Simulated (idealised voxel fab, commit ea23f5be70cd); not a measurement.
process module | voxel wiring stack
cross-section cut | 160 nm wide | cells 5 nm
A cross-section is a grid of square cells, given in bands from the top down. A band is one or more rows of cells.
Each band's line starts with the height of the band's top and of its bottom, in nm. Then come its materials from left to right, each with its width in nm. One material with "throughout" fills the band from edge to edge. "air" is empty space.
Height 0 is the level under which the wafer as received is all one material. The lowest band goes on downwards, as in "0 down".
A width such as "30 to 40" changes by the same amount from each row of cells to the next, from the band's top row to its bottom row.
"no change" after a step means that no cell of the cross-section changed.
closed voids: empty space of 8 cells or more with no open way to the top, each as width x height at its distance from the left edge, in nm
after a step's settings: what the simulator itself notes on the step
overlay nm, on a step with a mask: how far to the right of its planned place the mask lay; to the left if negative
plan
1 op RECEIVE | material Si
2 op CONFORMAL_DEP | material SiO2 | thk nm 10
3 op CONFORMAL_DEP | material SiN | thk nm 5
4 op DIRECTIONAL_DEP | material SiO2 | thk nm 20
5 op DIRECTIONAL_DEP | material aC | thk nm 15
6 op PATTERN | tone open | mask id METAL_1 | material resist | width nm 25 | pitch nm 45 | thk nm 30 | overlay nm 0
7 op DIRECTIONAL_ETCH | etch materials aC | depth nm 15
8 op STRIP | etch materials resist
9 op DIRECTIONAL_ETCH | etch materials SiO2 | depth nm 20
10 op DIRECTIONAL_ETCH | etch materials SiN | depth nm 5
11 op STRIP | etch materials aC
12 op CONFORMAL_DEP | material TiN | thk nm 5
13 op FILL_DEP | material Ru | thk nm 5
14 op CMP | height nm 35
15 op CONFORMAL_DEP | material SiCN | thk nm 5
16 op DIRECTIONAL_DEP | material lowk | thk nm 20
17 op DIRECTIONAL_DEP | material aC | thk nm 10
18 op PATTERN | tone open | mask id PLUG_1 | material resist | width nm 15 | thk nm 30 | overlay nm 0
19 op DIRECTIONAL_ETCH | etch materials aC | depth nm 10
20 op STRIP | etch materials resist
21 op DIRECTIONAL_ETCH | etch materials lowk | depth nm 20
22 op DIRECTIONAL_ETCH | etch materials SiCN | depth nm 5
23 op STRIP | etch materials aC
24 op EPI | material Ru | thk nm 10
25 op EPI | material Ru | thk nm 10
26 op EPI | material Ru | thk nm 5
27 op DIRECTIONAL_DEP | material TiN | thk nm 5
28 op DIRECTIONAL_DEP | material Ru | thk nm 20
29 op MASKED_ETCH | tone cover | mask id METAL_2 | width nm 25 | pitch nm 45 | etch materials Ru | depth nm 20 | overlay nm 0
30 op MASKED_ETCH | tone cover | mask id METAL_2 | width nm 25 | pitch nm 45 | etch materials TiN | depth nm 5 | overlay nm 0
31 op FILL_DEP | material SiO2 | thk nm 10
32 op CMP | height nm 85
33 op CONFORMAL_DEP | material SiCN | thk nm 5
34 op DIRECTIONAL_DEP | material lowk | thk nm 35
35 op DIRECTIONAL_DEP | material aC | thk nm 15
36 op PATTERN | tone open | mask id METAL_3_HOLES | material resist | width nm 15 | thk nm 35 | overlay nm 0
37 op DIRECTIONAL_ETCH | etch materials aC | depth nm 15
38 op STRIP | etch materials resist
39 op DIRECTIONAL_ETCH | etch materials lowk | depth nm 35
40 op STRIP | etch materials aC
41 op PATTERN | tone open | mask id METAL_3 | material resist | width nm 25 | pitch nm 45 | thk nm 20 | overlay nm 0
42 op DIRECTIONAL_ETCH | etch materials lowk | depth nm 20
43 op DIRECTIONAL_ETCH | etch materials SiCN | depth nm 5
44 op STRIP | etch materials resist
45 op CONFORMAL_DEP | material TiN | thk nm 5
46 op FILL_DEP | material Cu | thk nm 10
47 op CMP | height nm 125
48 op CONFORMAL_DEP | material SiCN | thk nm 5
as received, after step 1
  0 down: Si throughout
  closed voids: none
first wafer at the end, as planned
  130 to 125: SiCN throughout
  125 to 110: lowk 45 | TiN 5 | Cu 15 | TiN 5 | lowk 20 | TiN 5 | Cu 15 | TiN 5 | lowk 45
  110 to 105: lowk 45 | TiN 5 | Cu 5 | TiN 15 | lowk 20 | TiN 25 | lowk 45
  105 to 90: lowk 45 | TiN 5 | Cu 5 | TiN 5 | lowk 100
  90 to 85: SiCN 45 | TiN 15 | SiCN 100
  85 to 65: SiO2 45 | Ru 25 | SiO2 20 | Ru 25 | SiO2 45
  65 to 60: SiO2 45 | TiN 25 | SiO2 20 | TiN 25 | SiO2 45
  60 to 40: lowk 45 | Ru 15 | lowk 100
  40 to 35: SiCN 45 | Ru 15 | SiCN 100
  35 to 15: SiO2 45 | TiN 5 | Ru 15 | TiN 5 | SiO2 20 | TiN 5 | Ru 15 | TiN 5 | SiO2 45
  15 to 10: SiN 45 | TiN 25 | SiN 20 | TiN 25 | SiN 45
  10 to 0: SiO2 throughout
  0 down: Si throughout
  closed voids: none
second wafer at the end: like start, like plan, one mistake
  130 to 125: SiCN throughout
  125 to 110: Cu 55 | TiN 5 | lowk 10 | TiN 5 | Cu 10 | TiN 5 | lowk 25 | TiN 5 | Cu 40
  110 to 105: TiN 50 | Cu 5 | TiN 5 | lowk 10 | TiN 20 | lowk 25 | TiN 45
  105 to 95: lowk 45 | TiN 5 | Cu 5 | TiN 5 | lowk 100
  95 to 90: lowk 45 | TiN 15 | lowk 100
  90 to 85: SiCN throughout
  85 to 65: SiO2 45 | Ru 25 | SiO2 20 | Ru 25 | SiO2 45
  65 to 60: SiO2 45 | TiN 25 | SiO2 20 | TiN 25 | SiO2 45
  60 to 40: lowk 45 | Ru 15 | lowk 100
  40 to 35: SiCN 45 | Ru 15 | SiCN 100
  35 to 15: SiO2 45 | TiN 5 | Ru 15 | TiN 5 | SiO2 20 | TiN 5 | Ru 15 | TiN 5 | SiO2 45
  15 to 10: SiN 45 | TiN 25 | SiN 20 | TiN 25 | SiN 45
  10 to 0: SiO2 throughout
  0 down: Si throughout
  closed voids: none
what went wrong: step 41 ran as: op PATTERN | tone cover | mask id METAL_3 | material resist | width nm 25 | pitch nm 45 | thk nm 20 | overlay nm 0
at the end the second wafer has, in cells: 44 more of Cu | 3 more of SiCN | 13 more of TiN | 60 fewer of lowk
